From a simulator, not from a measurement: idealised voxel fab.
Documented hereafter: the process module known as voxel air gaps.
Square cells of 5 nm make up the cross-section cut, whose width is 265 nm.
Cross-sections here: square-cell grids, written as top-down lists of bands, a band being one or more rows of cells. A band entry consists of two parts. The first gives the height of the band's top and the height of its bottom, in nm. The rest lists the band's materials from left to right, each with its width in nm. A single material labelled with the word "edge to edge" fills the band from edge to edge, and the word "empty" marks empty space. Ref level 0: as-received wafer is one material below here. Bottom band extends down with no lower bound ("0 and below"). Graded width ("30 to 40"): value in top row of band = first number; value in bottom row = second number; row-to-row change constant. "no change occurred", as given for a step, is the statement that not any cell of the cross-section underwent a change during that step. If an empty space has no open way to the top and is at least 8 cells in size, "Trapped void list" lists it, written width x height at distance, where distance is measured from the left edge and every value is in nm. Formally, on a step line, whatever follows the settings is a remark that the simulator itself makes on the step. overlay nm, on a step with a mask: how far to the right of its planned place the mask lay; to the left if negative.

THE STEPS PLANNED FOR THE PROCESS ARE AS FOLLOWS
1 RECEIVE (material Si)
2 CONFORMAL_DEP (material SiO2; thk nm 10)
3 CONFORMAL_DEP (material SiCN; thk nm 5)
4 DIRECTIONAL_DEP (material lowk; thk nm 40)
5 PATTERN (tone open; mask id LINES; material resist; width nm 20; pitch nm 45; thk nm 15; overlay nm 0)
6 DIRECTIONAL_ETCH (etch materials lowk; depth nm 40)
7 STRIP (etch materials resist)
8 CONFORMAL_DEP (material TiN; thk nm 5)
9 FILL_DEP (material W; thk nm 5)
10 CMP (height nm 55)
11 EPI (material Ru; thk nm 10)
12 SELECTIVE_ETCH (etch materials lowk; depth nm 50)
13 CONFORMAL_DEP (material SiCN; thk nm 5)

WAFER AT RECEIPT (POST STEP 1), CROSS-SECTION
- 0 and below: Si edge to edge
- Trapped void list: none

CROSS-SECTIONAL RESULT AFTER MODULE COMPLETION. NOTE: STARTING CONDITION AND PLAN ARE UNCHANGED FROM ABOVE; ONE PROCESSING MISTAKE WAS MADE
- 70 down to 65: 35 empty, 195 SiCN, 35 empty
- 65 down to 55: 35 empty, 5 SiCN, 185 Ru, 5 SiCN, 35 empty
- 55 down to 50: 35 empty, 15 SiCN, 5 TiN, 20 W, 5 TiN, 15 lowk, 5 TiN, 20 W, 5 TiN, 15 lowk, 5 TiN, 20 W, 5 TiN, 15 lowk, 5 TiN, 20 W, 5 TiN, 15 SiCN, 35 empty
- 50 down to 20: 45 empty, 5 SiCN, 5 TiN, 20 W, 5 TiN, 15 lowk, 5 TiN, 20 W, 5 TiN, 15 lowk, 5 TiN, 20 W, 5 TiN, 15 lowk, 5 TiN, 20 W, 5 TiN, 5 SiCN, 45 empty
- 20 down to 15: 50 SiCN, 30 TiN, 15 lowk, 30 TiN, 15 lowk, 30 TiN, 15 lowk, 30 TiN, 50 SiCN
- 15 down to 10: SiCN edge to edge
- 10 down to 0: SiO2 edge to edge
- 0 and below: Si edge to edge
- Trapped void list: none
The plan and the run diverged here: step 5: run off-plan, actual operation and settings PATTERN (tone open; mask id LINES; material resist; width nm 30; pitch nm 45; thk nm 15; overlay nm 0)
